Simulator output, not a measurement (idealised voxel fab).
process module | voxel transistor to metal
cross-section cut | 275 nm wide | cells 5 nm
A cross-section is a grid of square cells, given in bands from the top down. A band is one or more rows of cells.
Each band's line starts with the height of the band's top and of its bottom, in nm. Then come its materials from left to right, each with its width in nm. One material with "throughout" fills the band from edge to edge. "air" is empty space.
Height 0 is the level under which the wafer as received is all one material. The lowest band goes on downwards, as in "0 down".
A width such as "30 to 40" changes by the same amount from each row of cells to the next, from the band's top row to its bottom row.
"no change" after a step means that no cell of the cross-section changed.
closed voids: empty space of 8 cells or more with no open way to the top, each as width x height at its distance from the left edge, in nm
after a step's settings: what the simulator itself notes on the step
overlay nm, on a step with a mask: how far to the right of its planned place the mask lay; to the left if negative
plan
1 op RECEIVE | material Si
2 op CONFORMAL_DEP | material SiO2 | thk nm 5
3 op CONFORMAL_DEP | material SiN | thk nm 10
4 op DIRECTIONAL_DEP | material aC | thk nm 15
5 op PATTERN | tone cover | mask id ACTIVE | material resist | width nm 85 | pitch nm 110 | thk nm 35 | overlay nm 0
6 op DIRECTIONAL_ETCH | etch materials aC | depth nm 15
7 op STRIP | etch materials resist
8 op DIRECTIONAL_ETCH | etch materials SiN | depth nm 10
9 op DIRECTIONAL_ETCH | etch materials SiO2 | depth nm 5
10 op DIRECTIONAL_ETCH | etch materials Si | depth nm 25
11 op STRIP | etch materials aC
12 op FILL_DEP | material SiO2 | thk nm 5
13 op CMP | height nm 15
14 op SELECTIVE_ETCH | etch materials SiO2 | depth nm 5
15 op STRIP | etch materials SiN
16 op SELECTIVE_ETCH | etch materials SiO2 | depth nm 5
17 op OXIDIZE | depth nm 5
18 op DIRECTIONAL_DEP | material polySi | thk nm 30
19 op DIRECTIONAL_DEP | material SiCN | thk nm 10
20 op MASKED_ETCH | tone cover | mask id GATE | width nm 15 | pitch nm 110 | etch materials SiCN | depth nm 20 | overlay nm 0
21 op MASKED_ETCH | tone cover | mask id GATE | width nm 15 | pitch nm 110 | etch materials polySi | depth nm 40 | overlay nm 0
22 op CONFORMAL_DEP | material SiN | thk nm 10
23 op DIRECTIONAL_ETCH | etch materials SiN | depth nm 10
24 op DIRECTIONAL_ETCH | etch materials SiO2 | depth nm 5
25 op DIRECTIONAL_ETCH | etch materials Si | depth nm 15
26 op EPI | material nSi | thk nm 20
27 op FILL_DEP | material SiO2 | thk nm 10
28 op CMP | height nm 40
29 op DIRECTIONAL_DEP | material SiO2 | thk nm 15
30 op PATTERN | tone open | mask id CONTACT | material resist | width nm 25 | thk nm 20 | overlay nm 0
31 op DIRECTIONAL_ETCH | etch materials SiO2 | depth nm 40
32 op STRIP | etch materials resist
33 op CONFORMAL_DEP | material TiN | thk nm 5
34 op FILL_DEP | material W | thk nm 5
35 op CMP | height nm 55
36 op DIRECTIONAL_DEP | material TiN | thk nm 5
37 op DIRECTIONAL_DEP | material Ru | thk nm 25
38 op MASKED_ETCH | tone cover | mask id METAL_1 | width nm 15 | etch materials Ru | depth nm 25 | overlay nm 0
39 op MASKED_ETCH | tone cover | mask id METAL_1 | width nm 15 | etch materials TiN | depth nm 5 | overlay nm 0
40 op CONFORMAL_DEP | material SiCN | thk nm 5
41 op FILL_DEP | material SiO2 | thk nm 5
42 op CMP | height nm 85
43 op CONFORMAL_DEP | material SiCN | thk nm 5
44 op DIRECTIONAL_DEP | material SiO2 | thk nm 30
45 op DIRECTIONAL_DEP | material aC | thk nm 15
46 op PATTERN | tone open | mask id METAL_2 | material resist | width nm 15 | pitch nm 110 | thk nm 30 | overlay nm 0
47 op DIRECTIONAL_ETCH | etch materials aC | depth nm 15
48 op STRIP | etch materials resist
49 op DIRECTIONAL_ETCH | etch materials SiO2 | depth nm 15
50 op STRIP | etch materials aC
51 op DIRECTIONAL_DEP | material aC | thk nm 15
52 op PATTERN | tone open | mask id METAL_2_HOLES | material resist | width nm 15 | pitch nm 110 | thk nm 35 | overlay nm 0
53 op DIRECTIONAL_ETCH | etch materials aC | depth nm 15
54 op STRIP | etch materials resist
55 op DIRECTIONAL_ETCH | etch materials SiO2 | depth nm 15
56 op DIRECTIONAL_ETCH | etch materials SiCN | depth nm 5
57 op STRIP | etch materials aC
58 op CONFORMAL_DEP | material TiN | thk nm 5
59 op FILL_DEP | material Ru | thk nm 5
60 op CMP | height nm 120
61 op CONFORMAL_DEP | material SiCN | thk nm 5
first wafer, as planned
as received, after step 1
  0 down: Si throughout
  closed voids: none
after step 2
  5 to 0: SiO2 throughout
  below 0: unchanged
after step 3
  15 to 5: SiN throughout
  below 5: unchanged
after step 4
  30 to 15: aC throughout
  below 15: unchanged
after step 5
  65 to 30: air 40 | resist 85 | air 25 | resist 85 | air 40
  below 30: unchanged
after step 6
  50 to 30: air 40 | resist 85 | air 25 | resist 85 | air 40
  30 to 15: air 40 | aC 85 | air 25 | aC 85 | air 40
  below 15: unchanged
after step 7
  30 to 15: air 40 | aC 85 | air 25 | aC 85 | air 40
  below 15: unchanged
after step 8
  30 to 15: air 40 | aC 85 | air 25 | aC 85 | air 40
  15 to 5: air 40 | SiN 85 | air 25 | SiN 85 | air 40
  below 5: unchanged
after step 9
  30 to 15: air 40 | aC 85 | air 25 | aC 85 | air 40
  15 to 5: air 40 | SiN 85 | air 25 | SiN 85 | air 40
  5 to 0: air 40 | SiO2 85 | air 25 | SiO2 85 | air 40
  below 0: unchanged
after step 10
  30 to 15: air 40 | aC 85 | air 25 | aC 85 | air 40
  15 to 5: air 40 | SiN 85 | air 25 | SiN 85 | air 40
  5 to 0: air 40 | SiO2 85 | air 25 | SiO2 85 | air 40
  0 to -25: air 40 | Si 85 | air 25 | Si 85 | air 40
  below -25: unchanged
after step 11
  15 to 5: air 40 | SiN 85 | air 25 | SiN 85 | air 40
  below 5: unchanged
after step 12
  20 to 15: SiO2 throughout
  15 to 5: SiO2 40 | SiN 85 | SiO2 25 | SiN 85 | SiO2 40
  5 to 0: SiO2 throughout
  0 to -25: SiO2 40 | Si 85 | SiO2 25 | Si 85 | SiO2 40
  below -25: unchanged
after step 13
  15 to 5: SiO2 40 | SiN 85 | SiO2 25 | SiN 85 | SiO2 40
  below 5: unchanged
after step 14
  15 to 10: air 40 | SiN 85 | air 25 | SiN 85 | air 40
  below 10: unchanged
after step 15
  10 to 5: SiO2 40 | air 85 | SiO2 25 | air 85 | SiO2 40
  below 5: unchanged
after step 16
  5 to 0: SiO2 35 | air 95 | SiO2 15 | air 95 | SiO2 35
  below 0: unchanged
after step 17
  5 to 0: SiO2 35 | air 95 | SiO2 15 | air 95 | SiO2 35
  0 to -5: SiO2 throughout
  below -5: unchanged
after step 18
  35 to 30: polySi 35 | air 95 | polySi 15 | air 95 | polySi 35
  30 to 5: polySi throughout
  5 to 0: SiO2 35 | polySi 95 | SiO2 15 | polySi 95 | SiO2 35
  below 0: unchanged
after step 19
  45 to 40: SiCN 35 | air 95 | SiCN 15 | air 95 | SiCN 35
  40 to 35: SiCN throughout
  35 to 30: polySi 35 | SiCN 95 | polySi 15 | SiCN 95 | polySi 35
  below 30: unchanged
after step 20
  40 to 35: air 75 | SiCN 15 | air 95 | SiCN 15 | air 75
  35 to 30: polySi 35 | air 40 | SiCN 15 | air 40 | polySi 15 | air 40 | SiCN 15 | air 40 | polySi 35
  below 30: unchanged
after step 21
  40 to 30: air 75 | SiCN 15 | air 95 | SiCN 15 | air 75
  30 to 5: air 75 | polySi 15 | air 95 | polySi 15 | air 75
  5 to 0: SiO2 35 | air 40 | polySi 15 | air 40 | SiO2 15 | air 40 | polySi 15 | air 40 | SiO2 35
  below 0: unchanged
after step 22
  50 to 40: air 65 | SiN 35 | air 75 | SiN 35 | air 65
  40 to 30: air 65 | SiN 10 | SiCN 15 | SiN 10 | air 75 | SiN 10 | SiCN 15 | SiN 10 | air 65
  30 to 15: air 65 | SiN 10 | polySi 15 | SiN 10 | air 75 | SiN 10 | polySi 15 | SiN 10 | air 65
  15 to 10: SiN 45 | air 20 | SiN 10 | polySi 15 | SiN 10 | air 20 | SiN 35 | air 20 | SiN 10 | polySi 15 | SiN 10 | air 20 | SiN 45
  10 to 5: SiN 75 | polySi 15 | SiN 95 | polySi 15 | SiN 75
  5 to 0: SiO2 35 | SiN 40 | polySi 15 | SiN 40 | SiO2 15 | SiN 40 | polySi 15 | SiN 40 | SiO2 35
  below 0: unchanged
after step 23
  40 to 30: air 65 | SiN 10 | SiCN 15 | SiN 10 | air 75 | SiN 10 | SiCN 15 | SiN 10 | air 65
  30 to 5: air 65 | SiN 10 | polySi 15 | SiN 10 | air 75 | SiN 10 | polySi 15 | SiN 10 | air 65
  5 to 0: SiO2 35 | SiN 10 | air 20 | SiN 10 | polySi 15 | SiN 10 | air 20 | SiN 10 | SiO2 15 | SiN 10 | air 20 | SiN 10 | polySi 15 | SiN 10 | air 20 | SiN 10 | SiO2 35
  below 0: unchanged
after step 24
  40 to 30: air 65 | SiN 10 | SiCN 15 | SiN 10 | air 75 | SiN 10 | SiCN 15 | SiN 10 | air 65
  30 to 5: air 65 | SiN 10 | polySi 15 | SiN 10 | air 75 | SiN 10 | polySi 15 | SiN 10 | air 65
  5 to 0: air 35 | SiN 10 | air 20 | SiN 10 | polySi 15 | SiN 10 | air 20 | SiN 10 | air 15 | SiN 10 | air 20 | SiN 10 | polySi 15 | SiN 10 | air 20 | SiN 10 | air 35
  0 to -5: SiO2 45 | air 20 | SiO2 35 | air 20 | SiO2 35 | air 20 | SiO2 35 | air 20 | SiO2 45
  below -5: unchanged
after step 25
  40 to 30: air 65 | SiN 10 | SiCN 15 | SiN 10 | air 75 | SiN 10 | SiCN 15 | SiN 10 | air 65
  30 to 5: air 65 | SiN 10 | polySi 15 | SiN 10 | air 75 | SiN 10 | polySi 15 | SiN 10 | air 65
  5 to 0: air 35 | SiN 10 | air 20 | SiN 10 | polySi 15 | SiN 10 | air 20 | SiN 10 | air 15 | SiN 10 | air 20 | SiN 10 | polySi 15 | SiN 10 | air 20 | SiN 10 | air 35
  0 to -5: SiO2 45 | air 20 | SiO2 35 | air 20 | SiO2 35 | air 20 | SiO2 35 | air 20 | SiO2 45
  -5 to -20: SiO2 40 | Si 5 | air 20 | Si 35 | air 20 | Si 5 | SiO2 25 | Si 5 | air 20 | Si 35 | air 20 | Si 5 | SiO2 40
  below -20: unchanged
after step 26
  40 to 30: air 65 | SiN 10 | SiCN 15 | SiN 10 | air 75 | SiN 10 | SiCN 15 | SiN 10 | air 65
  30 to 15: air 65 | SiN 10 | polySi 15 | SiN 10 | air 75 | SiN 10 | polySi 15 | SiN 10 | air 65
  15 to 5: air 35 | nSi 30 | SiN 10 | polySi 15 | SiN 10 | nSi 30 | air 15 | nSi 30 | SiN 10 | polySi 15 | SiN 10 | nSi 30 | air 35
  5 to 0: air 35 | SiN 10 | nSi 20 | SiN 10 | polySi 15 | SiN 10 | nSi 20 | SiN 10 | air 15 | SiN 10 | nSi 20 | SiN 10 | polySi 15 | SiN 10 | nSi 20 | SiN 10 | air 35
  0 to -5: SiO2 45 | nSi 20 | SiO2 35 | nSi 20 | SiO2 35 | nSi 20 | SiO2 35 | nSi 20 | SiO2 45
  -5 to -20: SiO2 40 | Si 5 | nSi 20 | Si 35 | nSi 20 | Si 5 | SiO2 25 | Si 5 | nSi 20 | Si 35 | nSi 20 | Si 5 | SiO2 40
  below -20: unchanged
after step 27
  50 to 40: SiO2 throughout
  40 to 30: SiO2 65 | SiN 10 | SiCN 15 | SiN 10 | SiO2 75 | SiN 10 | SiCN 15 | SiN 10 | SiO2 65
  30 to 15: SiO2 65 | SiN 10 | polySi 15 | SiN 10 | SiO2 75 | SiN 10 | polySi 15 | SiN 10 | SiO2 65
  15 to 5: SiO2 35 | nSi 30 | SiN 10 | polySi 15 | SiN 10 | nSi 30 | SiO2 15 | nSi 30 | SiN 10 | polySi 15 | SiN 10 | nSi 30 | SiO2 35
  5 to 0: SiO2 35 | SiN 10 | nSi 20 | SiN 10 | polySi 15 | SiN 10 | nSi 20 | SiN 10 | SiO2 15 | SiN 10 | nSi 20 | SiN 10 | polySi 15 | SiN 10 | nSi 20 | SiN 10 | SiO2 35
  below 0: unchanged
after step 28
  40 to 30: SiO2 65 | SiN 10 | SiCN 15 | SiN 10 | SiO2 75 | SiN 10 | SiCN 15 | SiN 10 | SiO2 65
  below 30: unchanged
after step 29
  55 to 40: SiO2 throughout
  below 40: unchanged
after step 30
  75 to 55: resist 45 | air 25 | resist 25 | air 25 | resist 35 | air 25 | resist 25 | air 25 | resist 45
  below 55: unchanged
after step 31
  75 to 55: resist 45 | air 25 | resist 25 | air 25 | resist 35 | air 25 | resist 25 | air 25 | resist 45
  55 to 40: SiO2 45 | air 25 | SiO2 25 | air 25 | SiO2 35 | air 25 | SiO2 25 | air 25 | SiO2 45
  40 to 30: SiO2 45 | air 20 | SiN 10 | SiCN 15 | SiN 10 | air 20 | SiO2 35 | air 20 | SiN 10 | SiCN 15 | SiN 10 | air 20 | SiO2 45
  30 to 15: SiO2 45 | air 20 | SiN 10 | polySi 15 | SiN 10 | air 20 | SiO2 35 | air 20 | SiN 10 | polySi 15 | SiN 10 | air 20 | SiO2 45
  below 15: unchanged
after step 32
  55 to 40: SiO2 45 | air 25 | SiO2 25 | air 25 | SiO2 35 | air 25 | SiO2 25 | air 25 | SiO2 45
  below 40: unchanged
after step 33
  60 to 55: TiN 50 | air 15 | TiN 35 | air 15 | TiN 45 | air 15 | TiN 35 | air 15 | TiN 50
  55 to 45: SiO2 45 | TiN 5 | air 15 | TiN 5 | SiO2 25 | TiN 5 | air 15 | TiN 5 | SiO2 35 | TiN 5 | air 15 | TiN 5 | SiO2 25 | TiN 5 | air 15 | TiN 5 | SiO2 45
  45 to 40: SiO2 45 | TiN 5 | air 10 | TiN 10 | SiO2 25 | TiN 10 | air 10 | TiN 5 | SiO2 35 | TiN 5 | air 10 | TiN 10 | SiO2 25 | TiN 10 | air 10 | TiN 5 | SiO2 45
  40 to 30: SiO2 45 | TiN 5 | air 10 | TiN 5 | SiN 10 | SiCN 15 | SiN 10 | TiN 5 | air 10 | TiN 5 | SiO2 35 | TiN 5 | air 10 | TiN 5 | SiN 10 | SiCN 15 | SiN 10 | TiN 5 | air 10 | TiN 5 | SiO2 45
  30 to 20: SiO2 45 | TiN 5 | air 10 | TiN 5 | SiN 10 | polySi 15 | SiN 10 | TiN 5 | air 10 | TiN 5 | SiO2 35 | TiN 5 | air 10 | TiN 5 | SiN 10 | polySi 15 | SiN 10 | TiN 5 | air 10 | TiN 5 | SiO2 45
  20 to 15: SiO2 45 | TiN 20 | SiN 10 | polySi 15 | SiN 10 | TiN 20 | SiO2 35 | TiN 20 | SiN 10 | polySi 15 | SiN 10 | TiN 20 | SiO2 45
  below 15: unchanged
after step 34
  65 to 60: W throughout
  60 to 55: TiN 50 | W 15 | TiN 35 | W 15 | TiN 45 | W 15 | TiN 35 | W 15 | TiN 50
  55 to 45: SiO2 45 | TiN 5 | W 15 | TiN 5 | SiO2 25 | TiN 5 | W 15 | TiN 5 | SiO2 35 | TiN 5 | W 15 | TiN 5 | SiO2 25 | TiN 5 | W 15 | TiN 5 | SiO2 45
  45 to 40: SiO2 45 | TiN 5 | W 10 | TiN 10 | SiO2 25 | TiN 10 | W 10 | TiN 5 | SiO2 35 | TiN 5 | W 10 | TiN 10 | SiO2 25 | TiN 10 | W 10 | TiN 5 | SiO2 45
  40 to 30: SiO2 45 | TiN 5 | W 10 | TiN 5 | SiN 10 | SiCN 15 | SiN 10 | TiN 5 | W 10 | TiN 5 | SiO2 35 | TiN 5 | W 10 | TiN 5 | SiN 10 | SiCN 15 | SiN 10 | TiN 5 | W 10 | TiN 5 | SiO2 45
  30 to 20: SiO2 45 | TiN 5 | W 10 | TiN 5 | SiN 10 | polySi 15 | SiN 10 | TiN 5 | W 10 | TiN 5 | SiO2 35 | TiN 5 | W 10 | TiN 5 | SiN 10 | polySi 15 | SiN 10 | TiN 5 | W 10 | TiN 5 | SiO2 45
  below 20: unchanged
after step 35
  55 to 45: SiO2 45 | TiN 5 | W 15 | TiN 5 | SiO2 25 | TiN 5 | W 15 | TiN 5 | SiO2 35 | TiN 5 | W 15 | TiN 5 | SiO2 25 | TiN 5 | W 15 | TiN 5 | SiO2 45
  below 45: unchanged
after step 36
  60 to 55: TiN throughout
  below 55: unchanged
after step 37
  85 to 60: Ru throughout
  below 60: unchanged
after step 38
  85 to 60: air 45 | Ru 15 | air 45 | Ru 15 | air 35 | Ru 15 | air 45 | Ru 15 | air 45
  below 60: unchanged
after step 39
  85 to 60: air 45 | Ru 15 | air 45 | Ru 15 | air 35 | Ru 15 | air 45 | Ru 15 | air 45
  60 to 55: air 45 | TiN 15 | air 45 | TiN 15 | air 35 | TiN 15 | air 45 | TiN 15 | air 45
  below 55: unchanged
after step 40
  90 to 85: air 40 | SiCN 25 | air 35 | SiCN 25 | air 25 | SiCN 25 | air 35 | SiCN 25 | air 40
  85 to 60: air 40 | SiCN 5 | Ru 15 | SiCN 5 | air 35 | SiCN 5 | Ru 15 | SiCN 5 | air 25 | SiCN 5 | Ru 15 | SiCN 5 | air 35 | SiCN 5 | Ru 15 | SiCN 5 | air 40
  60 to 55: SiCN 45 | TiN 15 | SiCN 45 | TiN 15 | SiCN 35 | TiN 15 | SiCN 45 | TiN 15 | SiCN 45
  below 55: unchanged
after step 41
  95 to 90: SiO2 throughout
  90 to 85: SiO2 40 | SiCN 25 | SiO2 35 | SiCN 25 | SiO2 25 | SiCN 25 | SiO2 35 | SiCN 25 | SiO2 40
  85 to 60: SiO2 40 | SiCN 5 | Ru 15 | SiCN 5 | SiO2 35 | SiCN 5 | Ru 15 | SiCN 5 | SiO2 25 | SiCN 5 | Ru 15 | SiCN 5 | SiO2 35 | SiCN 5 | Ru 15 | SiCN 5 | SiO2 40
  below 60: unchanged
after step 42
  85 to 60: SiO2 40 | SiCN 5 | Ru 15 | SiCN 5 | SiO2 35 | SiCN 5 | Ru 15 | SiCN 5 | SiO2 25 | SiCN 5 | Ru 15 | SiCN 5 | SiO2 35 | SiCN 5 | Ru 15 | SiCN 5 | SiO2 40
  below 60: unchanged
after step 43
  90 to 85: SiCN throughout
  below 85: unchanged
after step 44
  120 to 90: SiO2 throughout
  below 90: unchanged
after step 45
  135 to 120: aC throughout
  below 120: unchanged
after step 46
  165 to 135: resist 45 | air 15 | resist 95 | air 15 | resist 105
  below 135: unchanged
after step 47
  150 to 135: resist 45 | air 15 | resist 95 | air 15 | resist 105
  135 to 120: aC 45 | air 15 | aC 95 | air 15 | aC 105
  below 120: unchanged
after step 48
  135 to 120: aC 45 | air 15 | aC 95 | air 15 | aC 105
  below 120: unchanged
after step 49
  135 to 120: aC 45 | air 15 | aC 95 | air 15 | aC 105
  120 to 105: SiO2 45 | air 15 | SiO2 95 | air 15 | SiO2 105
  below 105: unchanged
after step 50
  120 to 105: SiO2 45 | air 15 | SiO2 95 | air 15 | SiO2 105
  below 105: unchanged
after step 51
  135 to 120: aC 45 | air 15 | aC 95 | air 15 | aC 105
  120 to 105: SiO2 45 | aC 15 | SiO2 95 | aC 15 | SiO2 105
  below 105: unchanged
after step 52
  170 to 135: resist 45 | air 15 | resist 95 | air 15 | resist 105
  below 135: unchanged
after step 53
  155 to 135: resist 45 | air 15 | resist 95 | air 15 | resist 105
  135 to 120: aC 45 | air 15 | aC 95 | air 15 | aC 105
  120 to 105: SiO2 45 | air 15 | SiO2 95 | air 15 | SiO2 105
  below 105: unchanged
after step 54
  135 to 120: aC 45 | air 15 | aC 95 | air 15 | aC 105
  below 120: unchanged
after step 55
  135 to 120: aC 45 | air 15 | aC 95 | air 15 | aC 105
  120 to 90: SiO2 45 | air 15 | SiO2 95 | air 15 | SiO2 105
  below 90: unchanged
after step 56
  135 to 120: aC 45 | air 15 | aC 95 | air 15 | aC 105
  120 to 90: SiO2 45 | air 15 | SiO2 95 | air 15 | SiO2 105
  90 to 85: SiCN 45 | air 15 | SiCN 95 | air 15 | SiCN 105
  below 85: unchanged
after step 57
  120 to 90: SiO2 45 | air 15 | SiO2 95 | air 15 | SiO2 105
  below 90: unchanged
after step 58
  125 to 120: TiN 50 | air 5 | TiN 105 | air 5 | TiN 110
  120 to 90: SiO2 45 | TiN 5 | air 5 | TiN 5 | SiO2 95 | TiN 5 | air 5 | TiN 5 | SiO2 105
  90 to 85: SiCN 45 | TiN 15 | SiCN 95 | TiN 15 | SiCN 105
  below 85: unchanged
after step 59
  130 to 125: Ru throughout
  125 to 120: TiN 50 | Ru 5 | TiN 105 | Ru 5 | TiN 110
  120 to 90: SiO2 45 | TiN 5 | Ru 5 | TiN 5 | SiO2 95 | TiN 5 | Ru 5 | TiN 5 | SiO2 105
  below 90: unchanged
after step 60
  120 to 90: SiO2 45 | TiN 5 | Ru 5 | TiN 5 | SiO2 95 | TiN 5 | Ru 5 | TiN 5 | SiO2 105
  below 90: unchanged
after step 61
  125 to 120: SiCN throughout
  below 120: unchanged
second wafer: like start, like plan, one mistake. Through step 57 it matches the first wafer
when step 58 should have ended
  125 to 120: aC 50 | air 5 | aC 105 | air 5 | aC 110
  120 to 90: SiO2 45 | aC 5 | air 5 | aC 5 | SiO2 95 | aC 5 | air 5 | aC 5 | SiO2 105
  90 to 85: SiCN 45 | aC 15 | SiCN 95 | aC 15 | SiCN 105
  below 85: unchanged
when step 59 should have ended
  130 to 125: Ru throughout
  125 to 120: aC 50 | Ru 5 | aC 105 | Ru 5 | aC 110
  120 to 90: SiO2 45 | aC 5 | Ru 5 | aC 5 | SiO2 95 | aC 5 | Ru 5 | aC 5 | SiO2 105
  below 90: unchanged
when step 60 should have ended
  120 to 90: SiO2 45 | aC 5 | Ru 5 | aC 5 | SiO2 95 | aC 5 | Ru 5 | aC 5 | SiO2 105
  below 90: unchanged
when step 61 should have ended
  125 to 120: SiCN throughout
  below 120: unchanged
what went wrong: step 58 ran as: op CONFORMAL_DEP | material aC | thk nm 5
at the end the second wafer has, in cells: 30 fewer of TiN | 30 more of aC
